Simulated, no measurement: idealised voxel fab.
process module | voxel ribs on slabs
cross-section cut | 300 nm wide | cells 5 nm
A cross-section is a grid of square cells, given in bands from the top down. A band is one or more rows of cells.
Each band's line starts with the height of the band's top and of its bottom, in nm. Then come its materials from left to right, each with its width in nm. One material with "throughout" fills the band from edge to edge. "air" is empty space.
Height 0 is the level under which the wafer as received is all one material. The lowest band goes on downwards, as in "0 down".
A width such as "30 to 40" changes by the same amount from each row of cells to the next, from the band's top row to its bottom row.
"no change" after a step means that no cell of the cross-section changed.
closed voids: empty space of 8 cells or more with no open way to the top, each as width x height at its distance from the left edge, in nm
after a step's settings: what the simulator itself notes on the step
overlay nm, on a step with a mask: how far to the right of its planned place the mask lay; to the left if negative
plan
1 op RECEIVE | material Si
2 op DIRECTIONAL_DEP | material SiO2 | thk nm 20
3 op DIRECTIONAL_DEP | material SiN | thk nm 25
4 op DIRECTIONAL_DEP | material aC | thk nm 15
5 op PATTERN | tone cover | mask id RIB | material resist | width nm 15 | thk nm 30 | overlay nm 0
6 op DIRECTIONAL_ETCH | etch materials aC | depth nm 15
7 op STRIP | etch materials resist
8 op DIRECTIONAL_ETCH | etch materials SiN | depth nm 10
9 op STRIP | etch materials aC
10 op DIRECTIONAL_DEP | material aC | thk nm 10
11 op PATTERN | tone cover | mask id SLAB | material resist | width nm 55 | thk nm 30 | overlay nm 0
12 op DIRECTIONAL_ETCH | etch materials aC | depth nm 10
13 op STRIP | etch materials resist
14 op DIRECTIONAL_ETCH | etch materials SiN | depth nm 15
15 op STRIP | etch materials aC
16 op FILL_DEP | material SiO2 | thk nm 20
17 op CMP | height nm 55
18 op DIRECTIONAL_DEP | material W | thk nm 5
19 op DIRECTIONAL_DEP | material aC | thk nm 10
20 op PATTERN | tone cover | mask id HEATER | material resist | width nm 25 | thk nm 30 | overlay nm 0
21 op DIRECTIONAL_ETCH | etch materials aC | depth nm 10
22 op STRIP | etch materials resist
23 op DIRECTIONAL_ETCH | etch materials W | depth nm 5
24 op STRIP | etch materials aC
25 op CONFORMAL_DEP | material SiO2 | thk nm 10
as received, after step 1
  0 down: Si throughout
  closed voids: none
a wafer at the end: this start, this plan, one mistake
  60 to 55: air 135 | W 25 | air 140
  55 to 45: SiO2 throughout
  45 to 35: SiO2 140 | SiN 15 | SiO2 145
  35 to 20: SiO2 120 | SiN 55 | SiO2 125
  20 to 0: SiO2 throughout
  0 down: Si throughout
  closed voids: none
what went wrong: step 25 was left out
